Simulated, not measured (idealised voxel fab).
The following process module bears the name voxel wiring stack.
FYI the section here is cut, 145 nm wide, cells are 5 nm squares.
Square cells in a grid make up a cross-section in this document, and the grid is given as bands, listed from the top down, each one or more rows of cells.
In this notation a band is specified by the heights of its top and bottom, in that order and in nm, after which its materials appear from left to right, each paired with its width in nm. The word "full width" attached to a single material means that material fills the band from edge to edge; the word "blank" stands for empty space.
Height datum 0, below which the as-received substrate wafer is one material. Lowest band open at the bottom, running downward: "0 -> down".
A width such as "30->40" changes by the same amount from each row of cells to the next, from the band's top row to its bottom row.
"same as before" for a step: no cell of the cross-section changed in that step.
The entry "Enclosed cavities" lists the empty spaces that cover at least 8 cells and have no open path to the top. Each is written as width x height at distance, where the distance is measured from the left edge and all three values are in nm.
It should be noted that, on the line of a given step, the content following the step's settings is a remark produced by the simulator itself with respect to that step.
"overlay nm", when on a step's line for a step with a mask, measures how far to the right of its planned place the mask lay; a negative measure means to the left.

-- Listed below are the process steps as planned
1) RECEIVE | material Si
2) CONFORMAL_DEP | material SiO2 | thk nm 10
3) DIRECTIONAL_DEP | material TiN | thk nm 5
4) DIRECTIONAL_DEP | material W | thk nm 15
5) DIRECTIONAL_DEP | material aC | thk nm 15
6) PATTERN | tone cover | mask id METAL_1 | material resist | width nm 25 | pitch nm 55 | thk nm 30 | overlay nm 0
7) DIRECTIONAL_ETCH | etch materials aC | depth nm 15
8) STRIP | etch materials resist
9) DIRECTIONAL_ETCH | etch materials W | depth nm 15
10) DIRECTIONAL_ETCH | etch materials TiN | depth nm 5
11) STRIP | etch materials aC
12) CONFORMAL_DEP | material SiCN | thk nm 5
13) FILL_DEP | material SiO2 | thk nm 5
14) CMP | height nm 30
15) CONFORMAL_DEP | material SiCN | thk nm 5
16) DIRECTIONAL_DEP | material SiO2 | thk nm 35
17) MASKED_ETCH | tone open | mask id METAL_2_HOLES | width nm 15 | etch materials SiO2 | depth nm 35 | overlay nm 0
18) PATTERN | tone open | mask id METAL_2 | material resist | width nm 25 | pitch nm 55 | thk nm 20 | overlay nm 0
19) DIRECTIONAL_ETCH | etch materials SiO2 | depth nm 20
20) DIRECTIONAL_ETCH | etch materials SiCN | depth nm 5
21) STRIP | etch materials resist
22) CONFORMAL_DEP | material TiN | thk nm 5
23) FILL_DEP | material Ru | thk nm 10
24) CMP | height nm 70
25) CONFORMAL_DEP | material SiCN | thk nm 5
26) DIRECTIONAL_DEP | material SiO2 | thk nm 20
27) DIRECTIONAL_DEP | material aC | thk nm 10
28) PATTERN | tone open | mask id PLUG_2 | material resist | width nm 15 | thk nm 25 | overlay nm 0
29) DIRECTIONAL_ETCH | etch materials aC | depth nm 10
30) STRIP | etch materials resist
31) DIRECTIONAL_ETCH | etch materials SiO2 | depth nm 20
32) DIRECTIONAL_ETCH | etch materials SiCN | depth nm 5
33) STRIP | etch materials aC
34) EPI | material Ru | thk nm 10
35) EPI | material Ru | thk nm 10
36) EPI | material Ru | thk nm 5
37) DIRECTIONAL_DEP | material TiN | thk nm 5
38) DIRECTIONAL_DEP | material Ru | thk nm 15
39) PATTERN | tone cover | mask id METAL_3 | material resist | width nm 25 | pitch nm 55 | thk nm 15 | overlay nm 0
40) DIRECTIONAL_ETCH | etch materials Ru | depth nm 15
41) DIRECTIONAL_ETCH | etch materials TiN | depth nm 5
42) STRIP | etch materials resist
43) FILL_DEP | material SiO2 | thk nm 10
44) CMP | height nm 115
45) CONFORMAL_DEP | material SiN | thk nm 5

-- Wafer cross-section on receipt, i.e. after step 1
  0 -> down = Si full width
  Enclosed cavities: none

-- Post-module cross-section: identical start and plan to those above, one misstep in execution
  120 -> 115 = SiN full width
  115 -> 100 = SiO2=30 | Ru=25 | SiO2=30 | Ru=25 | SiO2=35
  100 -> 95 = SiO2=30 | TiN=25 | SiO2=30 | TiN=25 | SiO2=35
  95 -> 75 = SiO2=30 | Ru=15 | SiO2=100
  75 -> 70 = SiCN=30 | Ru=15 | SiCN=100
  70 -> 55 = SiO2=30 | TiN=5 | Ru=15 | TiN=5 | SiO2=30 | TiN=5 | Ru=15 | TiN=5 | SiO2=35
  55 -> 50 = SiO2=30 | TiN=5 | Ru=5 | TiN=15 | SiO2=30 | TiN=25 | SiO2=35
  50 -> 35 = SiO2=30 | TiN=5 | Ru=5 | TiN=5 | SiO2=100
  35 -> 30 = SiCN=30 | TiN=15 | SiCN=100
  30 -> 25 = SiO2=25 | SiCN=35 | SiO2=20 | SiCN=35 | SiO2=30
  25 -> 15 = SiO2=25 | SiCN=5 | W=25 | SiCN=5 | SiO2=20 | SiCN=5 | W=25 | SiCN=5 | SiO2=30
  15 -> 10 = SiCN=30 | W=25 | SiCN=30 | W=25 | SiCN=35
  10 -> 0 = SiO2 full width
  0 -> down = Si full width
  Enclosed cavities: none
Misprocessing identified: skipped: plan step 3 (never run)
